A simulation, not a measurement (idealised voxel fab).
The following is a process module called voxel ribs on slabs.
Section shown: cut. Width: 200 nm. Cell size: 5 nm, square.
Reading order for cross-sections: top band down to bottom band. Underlying form: a grid of square cells. Band size: one or more rows of cells.
Band: top height; bottom height; in nm. Then, left to right: material with width in nm, for each material. "everywhere": a single material spanning edge to edge. "empty": empty space.
Note: height 0 marks the level under which the wafer is uniformly one material as received. Lowest band unbounded below, written "from 0 down".
Note: "30->40" means the width goes from the first number (top row of the band) to the second number (bottom row) in equal steps per row of cells.
Key: "nothing different" - step with no changed cell in the cross-section.
Entry "Enclosed void listing". Content: empty spaces with no open connection to the top, size 8 cells or greater. Each: width x height at distance. Distance: from left edge. Unit: nm.
It should be noted that, on the line of a given step, the content following the step's settings is a remark produced by the simulator itself with respect to that step.
"overlay nm" denotes, for a step that has a mask, the displacement of the mask to the right of its planned place, with negative values corresponding to the left.

Below is the list of planned process steps
1. RECEIVE (material Si)
2. DIRECTIONAL_DEP (material SiO2; thk nm 25)
3. DIRECTIONAL_DEP (material polySi; thk nm 25)
4. PATTERN (tone cover; mask id RIB; material resist; width nm 15; thk nm 15; overlay nm 0)
5. DIRECTIONAL_ETCH (etch materials polySi; depth nm 15)
6. STRIP (etch materials resist)
7. PATTERN (tone cover; mask id SLAB; material resist; width nm 45; thk nm 20; overlay nm 0)
8. DIRECTIONAL_ETCH (etch materials polySi; depth nm 10)
9. STRIP (etch materials resist)
10. FILL_DEP (material SiO2; thk nm 25)
11. CMP (height nm 70)
12. DIRECTIONAL_DEP (material W; thk nm 5)
13. DIRECTIONAL_DEP (material aC; thk nm 10)
14. PATTERN (tone cover; mask id HEATER; material resist; width nm 25; thk nm 25; overlay nm 0)
15. DIRECTIONAL_ETCH (etch materials aC; depth nm 10)
16. STRIP (etch materials resist)
17. DIRECTIONAL_ETCH (etch materials W; depth nm 5)
18. STRIP (etch materials aC)
19. CONFORMAL_DEP (material SiN; thk nm 5)

Delivered wafer in cross-section: state after step 1
    from 0 down: Si everywhere
    Enclosed void listing: none

What the wafer looks like in cross-section after this module, when it starts as shown above and follows the plan above but one mistake is made in running it
    from 80 to 75: 80 of empty, 35 of SiN, 85 of empty
    from 75 to 70: 85 of SiN, 25 of W, 90 of SiN
    from 70 to 60: 90 of SiO2, 15 of polySi, 95 of SiO2
    from 60 to 50: 75 of SiO2, 45 of polySi, 80 of SiO2
    from 50 to 0: SiO2 everywhere
    from 0 down: Si everywhere
    Enclosed void listing: none
Plan not followed: step 2 of the plan was performed twice
